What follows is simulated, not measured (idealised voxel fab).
Process module in this document: voxel self aligned contacts
We display cut, a cross-section 300 nm in width whose square cells are each 5 nm.
Bands, listed from the top down, are how a cross-section gets written in this document; the cross-section itself is a grid of square cells, and a band is one or more rows of them. Basically the band line says how high the top is and how high the bottom is, in nm, and then what's in it from left to right, every material with its width in nm. Empty space shows up as "empty", and if a single material carries "full width" it runs the full band edge to edge. Note: height 0 marks the level under which the wafer is uniformly one material as received. Lowest band unbounded below, written "top 0, no bottom". The two numbers in a width such as "30->40" mark its ends across the band: the first belongs to the top row of cells, the second to the bottom row, and from each row to the next the width moves by the same amount. "nothing changed" -> step changed no cross-section cell. Under "Closed void entries" you'll find the enclosed gaps, the ones with no way out to the top, that are 8 cells or bigger; each reads width x height at distance, with distance counted from the left edge, everything in nm. Read whatever lies past the settings on a step's line as the simulator's own remark about the step. overlay nm: right-of-plan distance of the mask on a masked step; negative values mean left-of-plan.
-- So here's the lineup of process steps we planned
1,RECEIVE [material Si]
2,OXIDIZE [depth nm 5]
3,DIRECTIONAL_DEP [material polySi] [thk nm 25]
4,DIRECTIONAL_DEP [material SiN] [thk nm 25]
5,DIRECTIONAL_DEP [material aC] [thk nm 10]
6,PATTERN [tone cover] [mask id GATE] [material resist] [width nm 35] [pitch nm 80] [thk nm 25] [overlay nm 0]
7,DIRECTIONAL_ETCH [etch materials aC] [depth nm 10]
8,STRIP [etch materials resist]
9,DIRECTIONAL_ETCH [etch materials SiN] [depth nm 25]
10,DIRECTIONAL_ETCH [etch materials polySi] [depth nm 25]
11,STRIP [etch materials aC]
12,CONFORMAL_DEP [material SiN] [thk nm 10]
13,DIRECTIONAL_ETCH [etch materials SiN] [depth nm 10]
14,FILL_DEP [material SiO2] [thk nm 15]
15,CMP [height nm 60]
16,DIRECTIONAL_DEP [material aC] [thk nm 10]
17,PATTERN [tone open] [mask id CONTACT] [material resist] [width nm 65] [pitch nm 80] [thk nm 25] [overlay nm 0]
18,DIRECTIONAL_ETCH [etch materials aC] [depth nm 10]
19,STRIP [etch materials resist]
20,DIRECTIONAL_ETCH [etch materials SiO2] [depth nm 65]
21,STRIP [etch materials aC]
22,CONFORMAL_DEP [material TiN] [thk nm 5]
23,FILL_DEP [material Ru] [thk nm 10]
24,CMP [height nm 60]
25,CONFORMAL_DEP [material SiN] [thk nm 5]
-- Cross-section: wafer on arrival = after step 1
* top 0, no bottom | Si full width
* Closed void entries: none
-- What the wafer looks like in cross-section after this module, when it starts as shown above and follows the plan above but one mistake is made in running it
* top 65, bottom 60 | SiN full width
* top 60, bottom 55 | SiO2: 40, SiN: 55, TiN: 5, Ru: 15, TiN: 5, SiN: 55, TiN: 5, Ru: 15, TiN: 5, SiN: 55, SiO2: 45
* top 55, bottom 50 | SiO2: 40, SiN: 55, TiN: 25, SiN: 55, TiN: 25, SiN: 55, SiO2: 45
* top 50, bottom 25 | SiN full width
* top 25, bottom 0 | polySi full width
* top 0, bottom -5 | SiO2 full width
* top -5, no bottom | Si full width
* Closed void entries: none
Short version of what went wrong: plan step 4 was twice executed
